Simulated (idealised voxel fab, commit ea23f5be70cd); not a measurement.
process module | voxel gate over fins
cross-section cut | 290 nm wide | cells 5 nm
A cross-section is a grid of square cells, given in bands from the top down. A band is one or more rows of cells.
Each band's line starts with the height of the band's top and of its bottom, in nm. Then come its materials from left to right, each with its width in nm. One material with "throughout" fills the band from edge to edge. "air" is empty space.
Height 0 is the level under which the wafer as received is all one material. The lowest band goes on downwards, as in "0 down".
A width such as "30 to 40" changes by the same amount from each row of cells to the next, from the band's top row to its bottom row.
"no change" after a step means that no cell of the cross-section changed.
closed voids: empty space of 8 cells or more with no open way to the top, each as width x height at its distance from the left edge, in nm
after a step's settings: what the simulator itself notes on the step
overlay nm, on a step with a mask: how far to the right of its planned place the mask lay; to the left if negative
plan
1 op RECEIVE | material Si
2 op CONFORMAL_DEP | material SiN | thk nm 5
3 op MASKED_ETCH | tone cover | mask id FINS | width nm 15 | pitch nm 35 | etch materials SiN | depth nm 5 | overlay nm 0
4 op MASKED_ETCH | tone cover | mask id FINS | width nm 15 | pitch nm 35 | etch materials Si | depth nm 35 | overlay nm 0
5 op FILL_DEP | material SiO2 | thk nm 10
6 op CMP | height nm 5
7 op SELECTIVE_ETCH | etch materials SiO2 | depth nm 20
8 op STRIP | etch materials SiN
9 op CONFORMAL_DEP | material HfO2 | thk nm 5
10 op CONFORMAL_DEP | material TiN | thk nm 5
11 op FILL_DEP | material W | thk nm 10
12 op CMP | height nm 15
13 op CONFORMAL_DEP | material SiN | thk nm 5
first wafer, as planned
as received, after step 1
  0 down: Si throughout
  closed voids: none
after step 2
  5 to 0: SiN throughout
  below 0: unchanged
after step 3
  5 to 0: air 100 | SiN 15 | air 20 | SiN 15 | air 20 | SiN 15 | air 105
  below 0: unchanged
after step 4
  5 to 0: air 100 | SiN 15 | air 20 | SiN 15 | air 20 | SiN 15 | air 105
  0 to -35: air 100 | Si 15 | air 20 | Si 15 | air 20 | Si 15 | air 105
  below -35: unchanged
after step 5
  15 to 5: SiO2 throughout
  5 to 0: SiO2 100 | SiN 15 | SiO2 20 | SiN 15 | SiO2 20 | SiN 15 | SiO2 105
  0 to -35: SiO2 100 | Si 15 | SiO2 20 | Si 15 | SiO2 20 | Si 15 | SiO2 105
  below -35: unchanged
after step 6
  5 to 0: SiO2 100 | SiN 15 | SiO2 20 | SiN 15 | SiO2 20 | SiN 15 | SiO2 105
  below 0: unchanged
after step 7
  5 to 0: air 100 | SiN 15 | air 20 | SiN 15 | air 20 | SiN 15 | air 105
  0 to -15: air 100 | Si 15 | air 20 | Si 15 | air 20 | Si 15 | air 105
  below -15: unchanged
after step 8
  0 to -15: air 100 | Si 15 | air 20 | Si 15 | air 20 | Si 15 | air 105
  below -15: unchanged
after step 9
  5 to 0: air 95 | HfO2 25 | air 10 | HfO2 25 | air 10 | HfO2 25 | air 100
  0 to -10: air 95 | HfO2 5 | Si 15 | HfO2 5 | air 10 | HfO2 5 | Si 15 | HfO2 5 | air 10 | HfO2 5 | Si 15 | HfO2 5 | air 100
  -10 to -15: HfO2 100 | Si 15 | HfO2 20 | Si 15 | HfO2 20 | Si 15 | HfO2 105
  below -15: unchanged
after step 10
  10 to 5: air 90 | TiN 105 | air 95
  5 to 0: air 90 | TiN 5 | HfO2 25 | TiN 10 | HfO2 25 | TiN 10 | HfO2 25 | TiN 5 | air 95
  0 to -5: air 90 | TiN 5 | HfO2 5 | Si 15 | HfO2 5 | TiN 10 | HfO2 5 | Si 15 | HfO2 5 | TiN 10 | HfO2 5 | Si 15 | HfO2 5 | TiN 5 | air 95
  -5 to -10: TiN 95 | HfO2 5 | Si 15 | HfO2 5 | TiN 10 | HfO2 5 | Si 15 | HfO2 5 | TiN 10 | HfO2 5 | Si 15 | HfO2 5 | TiN 100
  below -10: unchanged
after step 11
  20 to 10: W throughout
  10 to 5: W 90 | TiN 105 | W 95
  5 to 0: W 90 | TiN 5 | HfO2 25 | TiN 10 | HfO2 25 | TiN 10 | HfO2 25 | TiN 5 | W 95
  0 to -5: W 90 | TiN 5 | HfO2 5 | Si 15 | HfO2 5 | TiN 10 | HfO2 5 | Si 15 | HfO2 5 | TiN 10 | HfO2 5 | Si 15 | HfO2 5 | TiN 5 | W 95
  below -5: unchanged
after step 12
  15 to 10: W throughout
  below 10: unchanged
after step 13
  20 to 15: SiN throughout
  below 15: unchanged
second wafer: like start, like plan, one mistake. Through step 3 it matches the first wafer
when step 4 should have ended
  5 to 0: air 100 | SiN 15 | air 20 | SiN 15 | air 20 | SiN 15 | air 105
  0 to -70: air 100 | Si 15 | air 20 | Si 15 | air 20 | Si 15 | air 105
  below -70: unchanged
when step 5 should have ended
  15 to 5: SiO2 throughout
  5 to 0: SiO2 100 | SiN 15 | SiO2 20 | SiN 15 | SiO2 20 | SiN 15 | SiO2 105
  0 to -70: SiO2 100 | Si 15 | SiO2 20 | Si 15 | SiO2 20 | Si 15 | SiO2 105
  below -70: unchanged
when step 6 should have ended
  5 to 0: SiO2 100 | SiN 15 | SiO2 20 | SiN 15 | SiO2 20 | SiN 15 | SiO2 105
  below 0: unchanged
when step 7 should have ended
  5 to 0: air 100 | SiN 15 | air 20 | SiN 15 | air 20 | SiN 15 | air 105
  0 to -15: air 100 | Si 15 | air 20 | Si 15 | air 20 | Si 15 | air 105
  below -15: unchanged
when step 8 should have ended
  0 to -15: air 100 | Si 15 | air 20 | Si 15 | air 20 | Si 15 | air 105
  below -15: unchanged
when step 9 should have ended
  5 to 0: air 95 | HfO2 25 | air 10 | HfO2 25 | air 10 | HfO2 25 | air 100
  0 to -10: air 95 | HfO2 5 | Si 15 | HfO2 5 | air 10 | HfO2 5 | Si 15 | HfO2 5 | air 10 | HfO2 5 | Si 15 | HfO2 5 | air 100
  -10 to -15: HfO2 100 | Si 15 | HfO2 20 | Si 15 | HfO2 20 | Si 15 | HfO2 105
  below -15: unchanged
when step 10 should have ended
  10 to 5: air 90 | TiN 105 | air 95
  5 to 0: air 90 | TiN 5 | HfO2 25 | TiN 10 | HfO2 25 | TiN 10 | HfO2 25 | TiN 5 | air 95
  0 to -5: air 90 | TiN 5 | HfO2 5 | Si 15 | HfO2 5 | TiN 10 | HfO2 5 | Si 15 | HfO2 5 | TiN 10 | HfO2 5 | Si 15 | HfO2 5 | TiN 5 | air 95
  -5 to -10: TiN 95 | HfO2 5 | Si 15 | HfO2 5 | TiN 10 | HfO2 5 | Si 15 | HfO2 5 | TiN 10 | HfO2 5 | Si 15 | HfO2 5 | TiN 100
  below -10: unchanged
when step 11 should have ended
  20 to 10: W throughout
  10 to 5: W 90 | TiN 105 | W 95
  5 to 0: W 90 | TiN 5 | HfO2 25 | TiN 10 | HfO2 25 | TiN 10 | HfO2 25 | TiN 5 | W 95
  0 to -5: W 90 | TiN 5 | HfO2 5 | Si 15 | HfO2 5 | TiN 10 | HfO2 5 | Si 15 | HfO2 5 | TiN 10 | HfO2 5 | Si 15 | HfO2 5 | TiN 5 | W 95
  below -5: unchanged
when step 12 should have ended
  15 to 10: W throughout
  below 10: unchanged
when step 13 should have ended
  20 to 15: SiN throughout
  below 15: unchanged
what went wrong: step 4 was run twice
at the end the second wafer has, in cells: 343 fewer of Si | 343 more of SiO2
